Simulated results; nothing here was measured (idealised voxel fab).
This section sets out a process module, namely voxel quadruple lines.
In the cross-section labelled cut, the width is 220 nm and each square cell is 5 nm.
Each cross-section below is a grid of square cells, stated as bands in top-down order, with one or more rows of cells making up each band.
The entry gives the band's vertical extent as a top height and a bottom height in nm, then its horizontal make-up as materials from left to right, each with a width in nm. "empty" stands for empty space; a single material marked "throughout" fills the band edge to edge.
Convention: height 0 is the level below which the wafer, as received, is all one material. The lowest band does not terminate at the bottom but continues downward, represented as "z 0 and below".
A width such as "30->40" changes by the same amount from each row of cells to the next, from the band's top row to its bottom row.
Given "no modifications" for a step, no cell of the cross-section differs between before and after that step.
Closed-off voids of 8+ cells (no open route to the top) go in "Fully enclosed voids", written width x height at distance from the left edge, in nm.
Heads up: the bit after the settings on a step's line is the simulator's remark on that step.
overlay nm: mask offset rightward from planned place, masked step; negative means leftward offset.
How should the pairs below be read? Each gives the cross-section before one process step and the cross-section after it, the latter drawn only to the lowest band that changed; the step that lies between them, with its settings, appears under the pair. Does a pair pick up where the pair above left off? Only where its entry headed "Before step" says so, since pairs can come from different runs of this module on the same starting wafer.

Before step:
  z 55 to 35 = aC throughout
  z 35 to 15 = polySi throughout
  z 15 to 5 = Ru throughout
  z 5 to 0 = SiO2 throughout
  z 0 and below = Si throughout
  Fully enclosed voids: none

Sectional Result:
  z 85 to 55 = 60 nm empty  20 nm resist  40 nm empty  20 nm resist  80 nm empty
  Everything below 55 is unchanged.
  Fully enclosed voids: none
What process step lies between the two cross-sections above? PATTERN [tone cover] [mask id MANDREL] [material resist] [width nm 20] [pitch nm 60] [thk nm 30] [overlay nm -10]

Before step: The prior state of this step coincides with the post-step cross-section of the pair just above.

Sectional Result:
  z 65 to 55 = 60 nm empty  20 nm resist  40 nm empty  20 nm resist  80 nm empty
  z 55 to 35 = 60 nm empty  20 nm aC  40 nm empty  20 nm aC  80 nm empty
  Everything below 35 is unchanged.
  Fully enclosed voids: none
What process step lies between the two cross-sections above? DIRECTIONAL_ETCH [etch materials aC] [depth nm 20]

Before step: The prior state of this step coincides with the post-step cross-section of the pair just above.

Sectional Result:
  z 55 to 35 = 60 nm empty  20 nm aC  40 nm empty  20 nm aC  80 nm empty
  Everything below 35 is unchanged.
  Fully enclosed voids: none
What process step lies between the two cross-sections above? STRIP [etch materials resist]

Before step: The prior state of this step coincides with the post-step cross-section of the pair just above.

Sectional Result:
  z 65 to 55 = 50 nm empty  40 nm SiO2  20 nm empty  40 nm SiO2  70 nm empty
  z 55 to 45 = 50 nm empty  10 nm SiO2  20 nm aC  10 nm SiO2  20 nm empty  10 nm SiO2  20 nm aC  10 nm SiO2  70 nm empty
  z 45 to 35 = 60 nm SiO2  20 nm aC  40 nm SiO2  20 nm aC  80 nm SiO2
  Everything below 35 is unchanged.
  Fully enclosed voids: none
What process step lies between the two cross-sections above? CONFORMAL_DEP [material SiO2] [thk nm 10]

Before step: The prior state of this step coincides with the post-step cross-section of the pair just above.

Sectional Result:
  z 55 to 35 = 50 nm empty  10 nm SiO2  20 nm aC  10 nm SiO2  20 nm empty  10 nm SiO2  20 nm aC  10 nm SiO2  70 nm empty
  Everything below 35 is unchanged.
  Fully enclosed voids: none
What process step lies between the two cross-sections above? DIRECTIONAL_ETCH [etch materials SiO2] [depth nm 10]

Before step: The prior state of this step coincides with the post-step cross-section of the pair just above.

Sectional Result:
  z 55 to 35 = 50 nm empty  10 nm SiO2  20 nm empty  10 nm SiO2  20 nm empty  10 nm SiO2  20 nm empty  10 nm SiO2  70 nm empty
  Everything below 35 is unchanged.
  Fully enclosed voids: none
What process step lies between the two cross-sections above? STRIP [etch materials aC]

Before step: The prior state of this step coincides with the post-step cross-section of the pair just above.

Sectional Result:
  z 55 to 35 = 50 nm empty  10 nm SiO2  20 nm empty  10 nm SiO2  20 nm empty  10 nm SiO2  20 nm empty  10 nm SiO2  70 nm empty
  z 35 to 15 = 50 nm empty  10 nm polySi  20 nm empty  10 nm polySi  20 nm empty  10 nm polySi  20 nm empty  10 nm polySi  70 nm empty
  Everything below 15 is unchanged.
  Fully enclosed voids: none
What process step lies between the two cross-sections above? DIRECTIONAL_ETCH [etch materials polySi] [depth nm 20]

Before step: The prior state of this step coincides with the post-step cross-section of the pair just above.

Sectional Result:
  z 35 to 15 = 50 nm empty  10 nm polySi  20 nm empty  10 nm polySi  20 nm empty  10 nm polySi  20 nm empty  10 nm polySi  70 nm empty
  Everything below 15 is unchanged.
  Fully enclosed voids: none
What process step lies between the two cross-sections above? STRIP [etch materials SiO2]

Before step: The prior state of this step coincides with the post-step cross-section of the pair just above.

Sectional Result:
  z 40 to 35 = 45 nm empty  20 nm SiCN  10 nm empty  20 nm SiCN  10 nm empty  20 nm SiCN  10 nm empty  20 nm SiCN  65 nm empty
  z 35 to 20 = 45 nm empty  5 nm SiCN  10 nm polySi  5 nm SiCN  10 nm empty  5 nm SiCN  10 nm polySi  5 nm SiCN  10 nm empty  5 nm SiCN  10 nm polySi  5 nm SiCN  10 nm empty  5 nm SiCN  10 nm polySi  5 nm SiCN  65 nm empty
  z 20 to 15 = 50 nm SiCN  10 nm polySi  20 nm SiCN  10 nm polySi  20 nm SiCN  10 nm polySi  20 nm SiCN  10 nm polySi  70 nm SiCN
  Everything below 15 is unchanged.
  Fully enclosed voids: none
What process step lies between the two cross-sections above? CONFORMAL_DEP [material SiCN] [thk nm 5]

Before step: The prior state of this step coincides with the post-step cross-section of the pair just above.

Sectional Result:
  z 35 to 15 = 45 nm empty  5 nm SiCN  10 nm polySi  5 nm SiCN  10 nm empty  5 nm SiCN  10 nm polySi  5 nm SiCN  10 nm empty  5 nm SiCN  10 nm polySi  5 nm SiCN  10 nm empty  5 nm SiCN  10 nm polySi  5 nm SiCN  65 nm empty
  Everything below 15 is unchanged.
  Fully enclosed voids: none
What process step lies between the two cross-sections above? DIRECTIONAL_ETCH [etch materials SiCN] [depth nm 5]

Before step: The prior state of this step coincides with the post-step cross-section of the pair just above.

Sectional Result:
  z 35 to 15 = 45 nm empty  5 nm SiCN  10 nm empty  5 nm SiCN  10 nm empty  5 nm SiCN  10 nm empty  5 nm SiCN  10 nm empty  5 nm SiCN  10 nm empty  5 nm SiCN  10 nm empty  5 nm SiCN  10 nm empty  5 nm SiCN  65 nm empty
  Everything below 15 is unchanged.
  Fully enclosed voids: none
What process step lies between the two cross-sections above? STRIP [etch materials polySi]

Before step: The prior state of this step coincides with the post-step cross-section of the pair just above.

Sectional Result:
  z 35 to 15 = 45 nm empty  5 nm SiCN  10 nm empty  5 nm SiCN  10 nm empty  5 nm SiCN  10 nm empty  5 nm SiCN  10 nm empty  5 nm SiCN  10 nm empty  5 nm SiCN  10 nm empty  5 nm SiCN  10 nm empty  5 nm SiCN  65 nm empty
  z 15 to 5 = 45 nm empty  5 nm Ru  10 nm empty  5 nm Ru  10 nm empty  5 nm Ru  10 nm empty  5 nm Ru  10 nm empty  5 nm Ru  10 nm empty  5 nm Ru  10 nm empty  5 nm Ru  10 nm empty  5 nm Ru  65 nm empty
  Everything below 5 is unchanged.
  Fully enclosed voids: none
What process step lies between the two cross-sections above? DIRECTIONAL_ETCH [etch materials Ru] [depth nm 10]

Before step: The prior state of this step coincides with the post-step cross-section of the pair just above.

Sectional Result:
  z 15 to 5 = 45 nm empty  5 nm Ru  10 nm empty  5 nm Ru  10 nm empty  5 nm Ru  10 nm empty  5 nm Ru  10 nm empty  5 nm Ru  10 nm empty  5 nm Ru  10 nm empty  5 nm Ru  10 nm empty  5 nm Ru  65 nm empty
  Everything below 5 is unchanged.
  Fully enclosed voids: none
What process step lies between the two cross-sections above? STRIP [etch materials SiCN]

Before step: The prior state of this step coincides with the post-step cross-section of the pair just above.

Sectional Result:
  z 25 to 15 = lowk throughout
  z 15 to 5 = 45 nm lowk  5 nm Ru  10 nm lowk  5 nm Ru  10 nm lowk  5 nm Ru  10 nm lowk  5 nm Ru  10 nm lowk  5 nm Ru  10 nm lowk  5 nm Ru  10 nm lowk  5 nm Ru  10 nm lowk  5 nm Ru  65 nm lowk
  Everything below 5 is unchanged.
  Fully enclosed voids: none
What process step lies between the two cross-sections above? FILL_DEP [material lowk] [thk nm 10]

Before step: The prior state of this step coincides with the post-step cross-section of the pair just above.

Sectional Result:
  z 15 to 5 = 45 nm lowk  5 nm Ru  10 nm lowk  5 nm Ru  10 nm lowk  5 nm Ru  10 nm lowk  5 nm Ru  10 nm lowk  5 nm Ru  10 nm lowk  5 nm Ru  10 nm lowk  5 nm Ru  10 nm lowk  5 nm Ru  65 nm lowk
  Everything below 5 is unchanged.
  Fully enclosed voids: none
What process step lies between the two cross-sections above? CMP [height nm 15]

Before step:
  z 15 to 5 = 55 nm empty  5 nm Ru  10 nm empty  5 nm Ru  10 nm empty  5 nm Ru  10 nm empty  5 nm Ru  10 nm empty  5 nm Ru  10 nm empty  5 nm Ru  10 nm empty  5 nm Ru  10 nm empty  5 nm Ru  55 nm empty
  z 5 to 0 = SiO2 throughout
  z 0 and below = Si throughout
  Fully enclosed voids: none

Sectional Result:
  z 25 to 15 = SiO2 throughout
  z 15 to 5 = 55 nm SiO2  5 nm Ru  10 nm SiO2  5 nm Ru  10 nm SiO2  5 nm Ru  10 nm SiO2  5 nm Ru  10 nm SiO2  5 nm Ru  10 nm SiO2  5 nm Ru  10 nm SiO2  5 nm Ru  10 nm SiO2  5 nm Ru  55 nm SiO2
  Everything below 5 is unchanged.
  Fully enclosed voids: none
What process step lies between the two cross-sections above? FILL_DEP [material SiO2] [thk nm 10]

Before step: The prior state of this step coincides with the post-step cross-section of the pair just above.

Sectional Result:
  z 15 to 5 = 55 nm SiO2  5 nm Ru  10 nm SiO2  5 nm Ru  10 nm SiO2  5 nm Ru  10 nm SiO2  5 nm Ru  10 nm SiO2  5 nm Ru  10 nm SiO2  5 nm Ru  10 nm SiO2  5 nm Ru  10 nm SiO2  5 nm Ru  55 nm SiO2
  Everything below 5 is unchanged.
  Fully enclosed voids: none
What process step lies between the two cross-sections above? CMP [height nm 15]

Before step:
  z 55 to 35 = aC throughout
  z 35 to 15 = polySi throughout
  z 15 to 5 = Ru throughout
  z 5 to 0 = SiO2 throughout
  z 0 and below = Si throughout
  Fully enclosed voids: none

Sectional Result:
  z 85 to 55 = 70 nm resist  20 nm empty  40 nm resist  20 nm empty  70 nm resist
  Everything below 55 is unchanged.
  Fully enclosed voids: none
What process step lies between the two cross-sections above? PATTERN [tone open] [mask id MANDREL] [material resist] [width nm 20] [pitch nm 60] [thk nm 30] [overlay nm 0]

Before step: The prior state of this step coincides with the post-step cross-section of the pair just above.

Sectional Result:
  z 65 to 55 = 70 nm resist  20 nm empty  40 nm resist  20 nm empty  70 nm resist
  z 55 to 35 = 70 nm aC  20 nm empty  40 nm aC  20 nm empty  70 nm aC
  Everything below 35 is unchanged.
  Fully enclosed voids: none
What process step lies between the two cross-sections above? DIRECTIONAL_ETCH [etch materials aC] [depth nm 20]

Before step: The prior state of this step coincides with the post-step cross-section of the pair just above.

Sectional Result:
  z 55 to 35 = 70 nm aC  20 nm empty  40 nm aC  20 nm empty  70 nm aC
  Everything below 35 is unchanged.
  Fully enclosed voids: none
What process step lies between the two cross-sections above? STRIP [etch materials resist]

Before step: The prior state of this step coincides with the post-step cross-section of the pair just above.

Sectional Result:
  z 65 to 55 = SiO2 throughout
  z 55 to 35 = 70 nm aC  20 nm SiO2  40 nm aC  20 nm SiO2  70 nm aC
  Everything below 35 is unchanged.
  Fully enclosed voids: none
What process step lies between the two cross-sections above? CONFORMAL_DEP [material SiO2] [thk nm 10]

Before step: The prior state of this step coincides with the post-step cross-section of the pair just above.

Sectional Result:
  z 55 to 35 = 70 nm aC  20 nm SiO2  40 nm aC  20 nm SiO2  70 nm aC
  Everything below 35 is unchanged.
  Fully enclosed voids: none
What process step lies between the two cross-sections above? DIRECTIONAL_ETCH [etch materials SiO2] [depth nm 10]

Before step: The prior state of this step coincides with the post-step cross-section of the pair just above.

Sectional Result:
  z 55 to 35 = 70 nm empty  20 nm SiO2  40 nm empty  20 nm SiO2  70 nm empty
  Everything below 35 is unchanged.
  Fully enclosed voids: none
What process step lies between the two cross-sections above? STRIP [etch materials aC]

Before step: The prior state of this step coincides with the post-step cross-section of the pair just above.

Sectional Result:
  z 55 to 35 = 70 nm empty  20 nm SiO2  40 nm empty  20 nm SiO2  70 nm empty
  z 35 to 15 = 70 nm empty  20 nm polySi  40 nm empty  20 nm polySi  70 nm empty
  Everything below 15 is unchanged.
  Fully enclosed voids: none
What process step lies between the two cross-sections above? DIRECTIONAL_ETCH [etch materials polySi] [depth nm 20]

Before step: The prior state of this step coincides with the post-step cross-section of the pair just above.

Sectional Result:
  z 35 to 15 = 70 nm empty  20 nm polySi  40 nm empty  20 nm polySi  70 nm empty
  Everything below 15 is unchanged.
  Fully enclosed voids: none
What process step lies between the two cross-sections above? STRIP [etch materials SiO2]

Before step: The prior state of this step coincides with the post-step cross-section of the pair just above.

Sectional Result:
  z 40 to 35 = 65 nm empty  30 nm SiCN  30 nm empty  30 nm SiCN  65 nm empty
  z 35 to 20 = 65 nm empty  5 nm SiCN  20 nm polySi  5 nm SiCN  30 nm empty  5 nm SiCN  20 nm polySi  5 nm SiCN  65 nm empty
  z 20 to 15 = 70 nm SiCN  20 nm polySi  40 nm SiCN  20 nm polySi  70 nm SiCN
  Everything below 15 is unchanged.
  Fully enclosed voids: none
What process step lies between the two cross-sections above? CONFORMAL_DEP [material SiCN] [thk nm 5]

Before step: The prior state of this step coincides with the post-step cross-section of the pair just above.

Sectional Result:
  z 35 to 15 = 65 nm empty  5 nm SiCN  20 nm polySi  5 nm SiCN  30 nm empty  5 nm SiCN  20 nm polySi  5 nm SiCN  65 nm empty
  Everything below 15 is unchanged.
  Fully enclosed voids: none
What process step lies between the two cross-sections above? DIRECTIONAL_ETCH [etch materials SiCN] [depth nm 5]

Before step: The prior state of this step coincides with the post-step cross-section of the pair just above.

Sectional Result:
  z 35 to 15 = 65 nm empty  5 nm SiCN  20 nm empty  5 nm SiCN  30 nm empty  5 nm SiCN  20 nm empty  5 nm SiCN  65 nm empty
  Everything below 15 is unchanged.
  Fully enclosed voids: none
What process step lies between the two cross-sections above? STRIP [etch materials polySi]

Before step: The prior state of this step coincides with the post-step cross-section of the pair just above.

Sectional Result:
  z 35 to 15 = 65 nm empty  5 nm SiCN  20 nm empty  5 nm SiCN  30 nm empty  5 nm SiCN  20 nm empty  5 nm SiCN  65 nm empty
  z 15 to 5 = 65 nm empty  5 nm Ru  20 nm empty  5 nm Ru  30 nm empty  5 nm Ru  20 nm empty  5 nm Ru  65 nm empty
  Everything below 5 is unchanged.
  Fully enclosed voids: none
What process step lies between the two cross-sections above? DIRECTIONAL_ETCH [etch materials Ru] [depth nm 10]

Before step: The prior state of this step coincides with the post-step cross-section of the pair just above.

Sectional Result:
  z 15 to 5 = 65 nm empty  5 nm Ru  20 nm empty  5 nm Ru  30 nm empty  5 nm Ru  20 nm empty  5 nm Ru  65 nm empty
  Everything below 5 is unchanged.
  Fully enclosed voids: none
What process step lies between the two cross-sections above? STRIP [etch materials SiCN]

Before step: The prior state of this step coincides with the post-step cross-section of the pair just above.

Sectional Result:
  z 25 to 15 = lowk throughout
  z 15 to 5 = 65 nm lowk  5 nm Ru  20 nm lowk  5 nm Ru  30 nm lowk  5 nm Ru  20 nm lowk  5 nm Ru  65 nm lowk
  Everything below 5 is unchanged.
  Fully enclosed voids: none
What process step lies between the two cross-sections above? FILL_DEP [material lowk] [thk nm 10]

Before step: The prior state of this step coincides with the post-step cross-section of the pair just above.

Sectional Result:
  z 15 to 5 = 65 nm lowk  5 nm Ru  20 nm lowk  5 nm Ru  30 nm lowk  5 nm Ru  20 nm lowk  5 nm Ru  65 nm lowk
  Everything below 5 is unchanged.
  Fully enclosed voids: none
What process step lies between the two cross-sections above? CMP [height nm 15]
